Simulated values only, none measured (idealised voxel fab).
process module | voxel capacitor over wiring
cross-section cut | 280 nm wide | cells 5 nm
A cross-section is a grid of square cells, given in bands from the top down. A band is one or more rows of cells.
Each band's line starts with the height of the band's top and of its bottom, in nm. Then come its materials from left to right, each with its width in nm. One material with "throughout" fills the band from edge to edge. "air" is empty space.
Height 0 is the level under which the wafer as received is all one material. The lowest band goes on downwards, as in "0 down".
A width such as "30 to 40" changes by the same amount from each row of cells to the next, from the band's top row to its bottom row.
"no change" after a step means that no cell of the cross-section changed.
closed voids: empty space of 8 cells or more with no open way to the top, each as width x height at its distance from the left edge, in nm
after a step's settings: what the simulator itself notes on the step
overlay nm, on a step with a mask: how far to the right of its planned place the mask lay; to the left if negative
plan
1 op RECEIVE | material Si
2 op CONFORMAL_DEP | material SiO2 | thk nm 15
3 op CONFORMAL_DEP | material SiN | thk nm 5
4 op DIRECTIONAL_DEP | material lowk | thk nm 20
5 op PATTERN | tone open | mask id METAL_1 | material resist | width nm 30 | pitch nm 80 | thk nm 15 | overlay nm 0
6 op DIRECTIONAL_ETCH | etch materials lowk | depth nm 20
7 op DIRECTIONAL_ETCH | etch materials SiN | depth nm 5
8 op STRIP | etch materials resist
9 op CONFORMAL_DEP | material TiN | thk nm 5
10 op FILL_DEP | material W | thk nm 5
11 op CMP | height nm 40
12 op CONFORMAL_DEP | material SiCN | thk nm 5
13 op DIRECTIONAL_DEP | material SiO2 | thk nm 10
14 op DIRECTIONAL_DEP | material aC | thk nm 10
15 op PATTERN | tone open | mask id PLUG_1 | material resist | width nm 15 | thk nm 30 | overlay nm 0
16 op DIRECTIONAL_ETCH | etch materials aC | depth nm 10
17 op STRIP | etch materials resist
18 op DIRECTIONAL_ETCH | etch materials SiO2 | depth nm 10
19 op DIRECTIONAL_ETCH | etch materials SiCN | depth nm 5
20 op STRIP | etch materials aC
21 op CONFORMAL_DEP | material TiN | thk nm 5
22 op FILL_DEP | material Ru | thk nm 5
23 op CMP | height nm 55
24 op DIRECTIONAL_DEP | material TiN | thk nm 10
25 op DIRECTIONAL_DEP | material Al2O3 | thk nm 5
26 op DIRECTIONAL_DEP | material TiN | thk nm 5
27 op MASKED_ETCH | tone cover | mask id UPPER_PLATE | width nm 55 | etch materials TiN | depth nm 5 | overlay nm 0
28 op MASKED_ETCH | tone cover | mask id UPPER_PLATE | width nm 55 | etch materials Al2O3 | depth nm 5 | overlay nm 0
29 op PATTERN | tone cover | mask id LOWER_PLATE | material resist | width nm 65 | thk nm 15 | overlay nm 0
30 op DIRECTIONAL_ETCH | etch materials TiN | depth nm 10
31 op STRIP | etch materials resist
32 op FILL_DEP | material SiO2 | thk nm 15
33 op CMP | height nm 85
34 op PATTERN | tone open | mask id PLUG_2 | material resist | width nm 15 | thk nm 15 | overlay nm 0
35 op DIRECTIONAL_ETCH | etch materials SiO2 | depth nm 10
36 op STRIP | etch materials resist
37 op CONFORMAL_DEP | material TiN | thk nm 5
38 op FILL_DEP | material Cu | thk nm 5
39 op CMP | height nm 85
40 op CONFORMAL_DEP | material SiCN | thk nm 5
first wafer, as planned
as received, after step 1
  0 down: Si throughout
  closed voids: none
after step 2
  15 to 0: SiO2 throughout
  below 0: unchanged
after step 3
  20 to 15: SiN throughout
  below 15: unchanged
after step 4
  40 to 20: lowk throughout
  below 20: unchanged
after step 5
  55 to 40: resist 85 | air 30 | resist 50 | air 30 | resist 85
  below 40: unchanged
after step 6
  55 to 40: resist 85 | air 30 | resist 50 | air 30 | resist 85
  40 to 20: lowk 85 | air 30 | lowk 50 | air 30 | lowk 85
  below 20: unchanged
after step 7
  55 to 40: resist 85 | air 30 | resist 50 | air 30 | resist 85
  40 to 20: lowk 85 | air 30 | lowk 50 | air 30 | lowk 85
  20 to 15: SiN 85 | air 30 | SiN 50 | air 30 | SiN 85
  below 15: unchanged
after step 8
  40 to 20: lowk 85 | air 30 | lowk 50 | air 30 | lowk 85
  below 20: unchanged
after step 9
  45 to 40: TiN 90 | air 20 | TiN 60 | air 20 | TiN 90
  40 to 20: lowk 85 | TiN 5 | air 20 | TiN 5 | lowk 50 | TiN 5 | air 20 | TiN 5 | lowk 85
  20 to 15: SiN 85 | TiN 30 | SiN 50 | TiN 30 | SiN 85
  below 15: unchanged
after step 10
  50 to 45: W throughout
  45 to 40: TiN 90 | W 20 | TiN 60 | W 20 | TiN 90
  40 to 20: lowk 85 | TiN 5 | W 20 | TiN 5 | lowk 50 | TiN 5 | W 20 | TiN 5 | lowk 85
  below 20: unchanged
after step 11
  40 to 20: lowk 85 | TiN 5 | W 20 | TiN 5 | lowk 50 | TiN 5 | W 20 | TiN 5 | lowk 85
  below 20: unchanged
after step 12
  45 to 40: SiCN throughout
  below 40: unchanged
after step 13
  55 to 45: SiO2 throughout
  below 45: unchanged
after step 14
  65 to 55: aC throughout
  below 55: unchanged
after step 15
  95 to 65: resist 100 | air 15 | resist 165
  below 65: unchanged
after step 16
  85 to 65: resist 100 | air 15 | resist 165
  65 to 55: aC 100 | air 15 | aC 165
  below 55: unchanged
after step 17
  65 to 55: aC 100 | air 15 | aC 165
  below 55: unchanged
after step 18
  65 to 55: aC 100 | air 15 | aC 165
  55 to 45: SiO2 100 | air 15 | SiO2 165
  below 45: unchanged
after step 19
  65 to 55: aC 100 | air 15 | aC 165
  55 to 45: SiO2 100 | air 15 | SiO2 165
  45 to 40: SiCN 100 | air 15 | SiCN 165
  below 40: unchanged
after step 20
  55 to 45: SiO2 100 | air 15 | SiO2 165
  below 45: unchanged
after step 21
  60 to 55: TiN 105 | air 5 | TiN 170
  55 to 45: SiO2 100 | TiN 5 | air 5 | TiN 5 | SiO2 165
  45 to 40: SiCN 100 | TiN 15 | SiCN 165
  below 40: unchanged
after step 22
  65 to 60: Ru throughout
  60 to 55: TiN 105 | Ru 5 | TiN 170
  55 to 45: SiO2 100 | TiN 5 | Ru 5 | TiN 5 | SiO2 165
  below 45: unchanged
after step 23
  55 to 45: SiO2 100 | TiN 5 | Ru 5 | TiN 5 | SiO2 165
  below 45: unchanged
after step 24
  65 to 55: TiN throughout
  below 55: unchanged
after step 25
  70 to 65: Al2O3 throughout
  below 65: unchanged
after step 26
  75 to 70: TiN throughout
  below 70: unchanged
after step 27
  75 to 70: air 100 | TiN 55 | air 125
  below 70: unchanged
after step 28
  75 to 70: air 100 | TiN 55 | air 125
  70 to 65: air 100 | Al2O3 55 | air 125
  below 65: unchanged
after step 29
  90 to 75: air 95 | resist 65 | air 120
  75 to 70: air 95 | resist 5 | TiN 55 | resist 5 | air 120
  70 to 65: air 95 | resist 5 | Al2O3 55 | resist 5 | air 120
  below 65: unchanged
after step 30
  90 to 75: air 95 | resist 65 | air 120
  75 to 70: air 95 | resist 5 | TiN 55 | resist 5 | air 120
  70 to 65: air 95 | resist 5 | Al2O3 55 | resist 5 | air 120
  65 to 55: air 95 | TiN 65 | air 120
  below 55: unchanged
after step 31
  75 to 70: air 100 | TiN 55 | air 125
  70 to 65: air 100 | Al2O3 55 | air 125
  below 65: unchanged
after step 32
  90 to 75: SiO2 throughout
  75 to 70: SiO2 100 | TiN 55 | SiO2 125
  70 to 65: SiO2 100 | Al2O3 55 | SiO2 125
  65 to 55: SiO2 95 | TiN 65 | SiO2 120
  below 55: unchanged
after step 33
  85 to 75: SiO2 throughout
  below 75: unchanged
after step 34
  100 to 85: resist 110 | air 15 | resist 155
  below 85: unchanged
after step 35
  100 to 85: resist 110 | air 15 | resist 155
  85 to 75: SiO2 110 | air 15 | SiO2 155
  below 75: unchanged
after step 36
  85 to 75: SiO2 110 | air 15 | SiO2 155
  below 75: unchanged
after step 37
  90 to 85: TiN 115 | air 5 | TiN 160
  85 to 80: SiO2 110 | TiN 5 | air 5 | TiN 5 | SiO2 155
  80 to 70: SiO2 110 to 100 | TiN 15 to 55 | SiO2 155 to 125
  below 70: unchanged
after step 38
  95 to 90: Cu throughout
  90 to 85: TiN 115 | Cu 5 | TiN 160
  85 to 80: SiO2 110 | TiN 5 | Cu 5 | TiN 5 | SiO2 155
  below 80: unchanged
after step 39
  85 to 80: SiO2 110 | TiN 5 | Cu 5 | TiN 5 | SiO2 155
  below 80: unchanged
after step 40
  90 to 85: SiCN throughout
  below 85: unchanged
second wafer: like start, like plan, one mistake. Through step 33 it matches the first wafer
when step 34 should have ended
  100 to 85: resist 105 | air 25 | resist 150
  below 85: unchanged
when step 35 should have ended
  100 to 85: resist 105 | air 25 | resist 150
  85 to 75: SiO2 105 | air 25 | SiO2 150
  below 75: unchanged
when step 36 should have ended
  85 to 75: SiO2 105 | air 25 | SiO2 150
  below 75: unchanged
when step 37 should have ended
  90 to 85: TiN 110 | air 15 | TiN 155
  85 to 80: SiO2 105 | TiN 5 | air 15 | TiN 5 | SiO2 150
  80 to 70: SiO2 105 to 100 | TiN 25 to 55 | SiO2 150 to 125
  below 70: unchanged
when step 38 should have ended
  95 to 90: Cu throughout
  90 to 85: TiN 110 | Cu 15 | TiN 155
  85 to 80: SiO2 105 | TiN 5 | Cu 15 | TiN 5 | SiO2 150
  below 80: unchanged
when step 39 should have ended
  85 to 80: SiO2 105 | TiN 5 | Cu 15 | TiN 5 | SiO2 150
  below 80: unchanged
when step 40 should have ended
  90 to 85: SiCN throughout
  below 85: unchanged
what went wrong: step 34 ran as: op PATTERN | tone open | mask id PLUG_2 | material resist | width nm 25 | thk nm 15 | overlay nm 0
at the end the second wafer has, in cells: 2 more of Cu | 4 fewer of SiO2 | 2 more of TiN
